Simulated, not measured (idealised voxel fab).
The document below concerns the process module designated voxel self aligned vias.
Shown is cross-section cut, with a width of 195 nm and square cells of size 5 nm.
Cross-section = grid of square cells, listed top down in bands; band = one or more rows. First you get the band's top height and its bottom height, in nm, and then the materials it's made of, left to right, with each width in nm. If you see a single material with "everywhere", that one covers the band edge to edge. "blank" is empty space. Measure heights from 0. That's the level where, below it, the as-received wafer is all one material. The lowest band is bottomless and extends downward; write it as in "0 and below". You'd read "30..40" like this: the band's top row of cells is as wide as the first number, its bottom row is as wide as the second, and going down, every row changes width by the same amount as the row before did. "remains unaltered" -> step changed no cross-section cell. "Tabulated closed voids" enumerates empty spaces isolated from the top, with no open way to it, that contain at least 8 cells, giving each as width x height at distance from the left edge, all three in nm. Text after the settings on a step's line: the simulator's own remark on that step. "overlay nm" answers the question of how far to the right of plan the mask lay on a step that has a mask, and when it is negative the answer is to the left.
## Steps in the process plan
step 1: RECEIVE [material Si]
step 2: CONFORMAL_DEP [material SiO2] [thk nm 10]
step 3: CONFORMAL_DEP [material SiCN] [thk nm 5]
step 4: DIRECTIONAL_DEP [material lowk] [thk nm 25]
step 5: PATTERN [tone open] [mask id LINES] [material resist] [width nm 25] [pitch nm 65] [thk nm 15] [overlay nm 0]
step 6: DIRECTIONAL_ETCH [etch materials lowk] [depth nm 25]
step 7: STRIP [etch materials resist]
step 8: CONFORMAL_DEP [material TiN] [thk nm 5]
step 9: FILL_DEP [material W] [thk nm 5]
step 10: CMP [height nm 40]
step 11: SELECTIVE_ETCH [etch materials W Ru TiN] [depth nm 5]
step 12: FILL_DEP [material SiN] [thk nm 5]
step 13: CMP [height nm 40]
step 14: DIRECTIONAL_DEP [material lowk] [thk nm 20]
step 15: PATTERN [tone open] [mask id VIAS] [material resist] [width nm 35] [pitch nm 65] [thk nm 15] [overlay nm 0]
step 16: DIRECTIONAL_ETCH [etch materials lowk] [depth nm 20]
step 17: DIRECTIONAL_ETCH [etch materials SiN] [depth nm 5]
step 18: STRIP [etch materials resist]
step 19: CONFORMAL_DEP [material TiN] [thk nm 5]
step 20: FILL_DEP [material Ru] [thk nm 10]
step 21: CMP [height nm 60]
step 22: CONFORMAL_DEP [material SiCN] [thk nm 5]
## As-received state of the wafer in cross-section, equivalent to post-step 1
- 0 and below  Si everywhere
- Tabulated closed voids: none
## Cross-section: first of two wafers, module finished, run according to plan
- 65 down to 60  SiCN everywhere
- 60 down to 45  lowk 45  TiN 5  Ru 25  TiN 5  lowk 30  TiN 5  Ru 25  TiN 5  lowk 50
- 45 down to 40  lowk 45  TiN 10  Ru 15  TiN 10  lowk 30  TiN 10  Ru 15  TiN 10  lowk 50
- 40 down to 35  lowk 50  TiN 25  lowk 40  TiN 25  lowk 55
- 35 down to 20  lowk 50  TiN 5  W 15  TiN 5  lowk 40  TiN 5  W 15  TiN 5  lowk 55
- 20 down to 15  lowk 50  TiN 25  lowk 40  TiN 25  lowk 55
- 15 down to 10  SiCN everywhere
- 10 down to 0  SiO2 everywhere
- 0 and below  Si everywhere
- Tabulated closed voids: none
## Here's the second of our two wafers sectioned at module end. Same start as the first, same plan, but one mistake got made running it
- 65 down to 60  SiCN everywhere
- 60 down to 40  lowk 45  TiN 5  Ru 25  TiN 5  lowk 30  TiN 5  Ru 25  TiN 5  lowk 50
- 40 down to 35  SiN 45  TiN 35  SiN 30  TiN 35  SiN 50
- 35 down to 30  lowk 50  SiN 25  lowk 40  SiN 25  lowk 55
- 30 down to 20  lowk 50  TiN 5  W 15  TiN 5  lowk 40  TiN 5  W 15  TiN 5  lowk 55
- 20 down to 15  lowk 50  TiN 25  lowk 40  TiN 25  lowk 55
- 15 down to 10  SiCN everywhere
- 10 down to 0  SiO2 everywhere
- 0 and below  Si everywhere
- Tabulated closed voids: none
Plan not followed: step 10, actual vs plan mismatch, actual run CMP [height nm 35]
FYI, end of process, the second wafer has more or fewer cells of some materials than the first: +4 Ru, +35 SiN, -4 TiN, -6 W, -29 lowk
